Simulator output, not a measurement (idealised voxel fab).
Process module, titled voxel self aligned contacts
The width of the displayed cross-section, cut, is 265 nm; its cells are square, with a size of 5 nm.
In what follows, cross-sections appear as grids of square cells, described through bands that run from the top down, where every band is one or more rows of cells.
For a band, the entry starts with two heights in nm, that of the top and then that of the bottom, and carries on with the band's materials in order from left to right, each alongside its width in nm; the word "edge to edge" beside a single material means it fills the band edge to edge, and "empty" means empty space.
Heights are reckoned from 0. Under this level, the received wafer is all of one material. The bottommost band is open-ended downward, for example "0 and below".
Quick explanation for "30->40": the width changes in equal steps down the rows of cells, from the first number in the band's top row to the second number in its bottom row.
Where the words "everything unchanged" appear for a step, the cross-section shows no cell changed by that step; every cell remained as before.
For the entry "Fully closed voids", the listed items are empty spaces with no open way to the top whose size is 8 cells or more; each item follows the pattern width x height at distance, where distance is from the left edge and all three are in nm.
The remark found on a step's line after its settings is issued by the simulator itself and pertains to that step.
If you see "overlay nm" on a step's line and that step has a mask, it's telling you how far right of where it was planned the mask ended up; a negative number means it went left instead.
[Process steps (planned)]
| 1 | RECEIVE, material Si |
| 2 | OXIDIZE, depth nm 5 |
| 3 | DIRECTIONAL_DEP, material polySi, thk nm 30 |
| 4 | DIRECTIONAL_DEP, material SiN, thk nm 20 |
| 5 | PATTERN, tone cover, mask id GATE, material resist, width nm 30, pitch nm 65, thk nm 20, overlay nm 0 |
| 6 | DIRECTIONAL_ETCH, etch materials SiN, depth nm 20 |
| 7 | DIRECTIONAL_ETCH, etch materials polySi, depth nm 30 |
| 8 | STRIP, etch materials resist |
| 9 | CONFORMAL_DEP, material SiN, thk nm 10 |
| 10 | DIRECTIONAL_ETCH, etch materials SiN, depth nm 10 |
| 11 | FILL_DEP, material SiO2, thk nm 15 |
| 12 | CMP, height nm 55 |
| 13 | DIRECTIONAL_DEP, material aC, thk nm 15 |
| 14 | PATTERN, tone open, mask id CONTACT, material resist, width nm 45, thk nm 30, overlay nm 0 |
| 15 | DIRECTIONAL_ETCH, etch materials aC, depth nm 15 |
| 16 | STRIP, etch materials resist |
| 17 | DIRECTIONAL_ETCH, etch materials SiO2, depth nm 60 |
| 18 | STRIP, etch materials aC |
| 19 | CONFORMAL_DEP, material TiN, thk nm 5 |
| 20 | FILL_DEP, material Ru, thk nm 10 |
| 21 | CMP, height nm 55 |
| 22 | CONFORMAL_DEP, material SiN, thk nm 5 |
[Delivered wafer in cross-section: state after step 1]
  0 and below: Si edge to edge
  Fully closed voids: none
[Cross-section, first of two wafers, end of module, run as planned]
  60 down to 55: SiN edge to edge
  55 down to 50: 110 of SiO2 | 20 of TiN | 5 of Ru | 20 of TiN | 110 of SiO2
  50 down to 30: 75 of SiO2 | 50 of SiN | 5 of TiN | 5 of Ru | 5 of TiN | 50 of SiN | 75 of SiO2
  30 down to 0: 75 of SiO2 | 10 of SiN | 30 of polySi | 10 of SiN | 5 of TiN | 5 of Ru | 5 of TiN | 10 of SiN | 30 of polySi | 10 of SiN | 75 of SiO2
  0 down to -5: 125 of SiO2 | 15 of TiN | 125 of SiO2
  -5 and below: Si edge to edge
  Fully closed voids: none
[Second wafer through the module, sectioned at the end: same beginning and same plan as the first wafer, with one mistake in carrying it out]
  60 down to 55: SiN edge to edge
  55 down to 50: 110 of SiO2 | 45 of TiN | 110 of SiO2
  50 down to 30: 95 of SiN | 10 of SiO2 | 55 of SiN | 10 of SiO2 | 95 of SiN
  30 down to 0: 85 of polySi | 10 of SiN | 10 of SiO2 | 10 of SiN | 35 of polySi | 10 of SiN | 10 of SiO2 | 10 of SiN | 85 of polySi
  0 down to -5: SiO2 edge to edge
  -5 and below: Si edge to edge
  Fully closed voids: none
Heads up, the wafer didn't run the way we planned it: contrary to plan, step 5 was performed as PATTERN, tone open, mask id GATE, material resist, width nm 30, pitch nm 65, thk nm 20, overlay nm 0
Per the end-of-run cell counts, the second wafer holds more or fewer of some materials than the first: Ru -11 | SiN +116 | SiO2 -257 | TiN -22 | polySi +174
